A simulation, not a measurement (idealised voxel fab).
Documented hereafter: the process module known as voxel ribs on slabs.
For reference, the cross-section in this document is cut, with width 295 nm and square cells of 5 nm.
Cross-section format: a grid of square cells, given as bands from top to bottom; each band is one or more rows of cells. A band entry consists of two parts. The first gives the height of the band's top and the height of its bottom, in nm. The rest lists the band's materials from left to right, each with its width in nm. A single material labelled with the word "throughout" fills the band from edge to edge, and the word "blank" marks empty space. Heights are expressed relative to 0, this being the level below which the as-received wafer comprises one material exclusively. The lowest band is unbounded in the downward direction and is denoted as in "0 nm and below". The notation "30..40" denotes a width that varies across the rows of cells in the band, beginning at the first number in the top row, finishing at the second number in the bottom row, and changing by an identical amount from each row to the next. "nothing got changed" -> step changed no cross-section cell. Empty spaces counting at least 8 cells and having no open way to the top are listed in "Sealed voids". The notation width x height at distance is used for each, the distance being from the left edge and all three values in nm. Step line, after settings: the simulator's comment on this step. You can add "overlay nm" to a step's line. For a step with a mask, it describes how far the mask lay to the right of its planned position, and a negative number describes a lay to the left.

PLANNED PROCESS STEPS
1,RECEIVE [material Si]
2,DIRECTIONAL_DEP [material SiO2] [thk nm 30]
3,DIRECTIONAL_DEP [material SiN] [thk nm 15]
4,PATTERN [tone cover] [mask id RIB] [material resist] [width nm 15] [thk nm 20] [overlay nm 0]
5,DIRECTIONAL_ETCH [etch materials SiN] [depth nm 10]
6,STRIP [etch materials resist]
7,MASKED_ETCH [tone cover] [mask id SLAB] [width nm 75] [etch materials SiN] [depth nm 5] [overlay nm 0]
8,FILL_DEP [material SiO2] [thk nm 25]
9,CMP [height nm 65]
10,DIRECTIONAL_DEP [material W] [thk nm 10]
11,DIRECTIONAL_DEP [material aC] [thk nm 15]
12,PATTERN [tone cover] [mask id HEATER] [material resist] [width nm 25] [thk nm 35] [overlay nm 0]
13,DIRECTIONAL_ETCH [etch materials aC] [depth nm 15]
14,STRIP [etch materials resist]
15,DIRECTIONAL_ETCH [etch materials W] [depth nm 10]
16,STRIP [etch materials aC]
17,CONFORMAL_DEP [material SiO2] [thk nm 5]

AS-RECEIVED WAFER CROSS-SECTION (AFTER STEP 1)
    0 nm and below: Si throughout
    Sealed voids: none

STARTING STRUCTURE AND PROCESS PLAN ARE AS SHOWN ABOVE, BUT ONE MISTAKE WAS MADE IN RUNNING THE MODULE; THE WAFER CROSS-SECTION AT THE END OF THE MODULE FOLLOWS
    80 nm to 75 nm: blank (130) | SiO2 (35) | blank (130)
    75 nm to 70 nm: blank (130) | SiO2 (5) | W (25) | SiO2 (5) | blank (130)
    70 nm to 65 nm: SiO2 (135) | W (25) | SiO2 (135)
    65 nm to 40 nm: SiO2 throughout
    40 nm to 35 nm: SiO2 (140) | SiN (15) | SiO2 (140)
    35 nm to 30 nm: SiN (110) | SiO2 (30) | SiN (15) | SiO2 (30) | SiN (110)
    30 nm to 0 nm: SiO2 throughout
    0 nm and below: Si throughout
    Sealed voids: none
Run error: the process deviated at step 7: the operation and settings actually run there were MASKED_ETCH [tone open] [mask id SLAB] [width nm 75] [etch materials SiN] [depth nm 5] [overlay nm 0]
